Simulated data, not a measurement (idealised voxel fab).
Presented below is a process module, voxel quadruple lines.
Each square cell in cross-section cut measures 5 nm, and the section as a whole is 270 nm wide.
Cross-section format: a grid of square cells, given as bands from top to bottom; each band is one or more rows of cells.
Band: top and bottom heights (nm) first, top before bottom; then materials from left to right, widths in nm. "full width" marks a sole material filling the band edge to edge. "empty" denotes empty space.
Height 0 is the level under which the wafer as received is all one material. The lowest band goes on downwards, as in "z 0 and below".
The two numbers in a width such as "30->40" mark its ends across the band: the first belongs to the top row of cells, the second to the bottom row, and from each row to the next the width moves by the same amount.
No cell of the cross-section changed in a step that is given as "all unchanged".
This entry, "Enclosed voids", enumerates those empty regions of no fewer than 8 cells that possess no open connection to the top. Each region is reported in the form width x height at distance, the distance being taken from the left edge, with all three quantities expressed in nm.
That trailing text on a step's line, after the settings, is the simulator's own remark on the step.
overlay nm: step with mask; distance mask lay right of planned place; negative value = left of planned place.

# The process steps that were planned are listed below
1: RECEIVE | material Si
2: CONFORMAL_DEP | material SiO2 | thk nm 10
3: DIRECTIONAL_DEP | material TiN | thk nm 10
4: DIRECTIONAL_DEP | material polySi | thk nm 15
5: DIRECTIONAL_DEP | material aC | thk nm 20
6: PATTERN | tone cover | mask id MANDREL | material resist | width nm 35 | thk nm 30 | overlay nm 0
7: DIRECTIONAL_ETCH | etch materials aC | depth nm 20
8: STRIP | etch materials resist
9: CONFORMAL_DEP | material SiO2 | thk nm 15
10: DIRECTIONAL_ETCH | etch materials SiO2 | depth nm 15
11: STRIP | etch materials aC
12: DIRECTIONAL_ETCH | etch materials polySi | depth nm 15
13: STRIP | etch materials SiO2
14: CONFORMAL_DEP | material SiN | thk nm 10
15: DIRECTIONAL_ETCH | etch materials SiN | depth nm 10
16: STRIP | etch materials polySi
17: DIRECTIONAL_ETCH | etch materials TiN | depth nm 10
18: STRIP | etch materials SiN
19: FILL_DEP | material SiO2 | thk nm 5
20: CMP | height nm 20

# Received-state cross-section, reflecting completion of step 1
    z 0 and below | Si full width
    Enclosed voids: none

# Post-module cross-section: identical start and plan to those above, one misstep in execution
    z 20 to 10 | SiO2=100, then TiN=10, then SiO2=15, then TiN=10, then SiO2=15, then TiN=10, then SiO2=15, then TiN=10, then SiO2=85
    z 10 to 0 | SiO2 full width
    z 0 and below | Si full width
    Enclosed voids: none
Which mistake was made when the wafer was run? step 6 did not happen as planned, as run it was PATTERN | tone cover | mask id MANDREL | material resist | width nm 35 | thk nm 30 | overlay nm 10
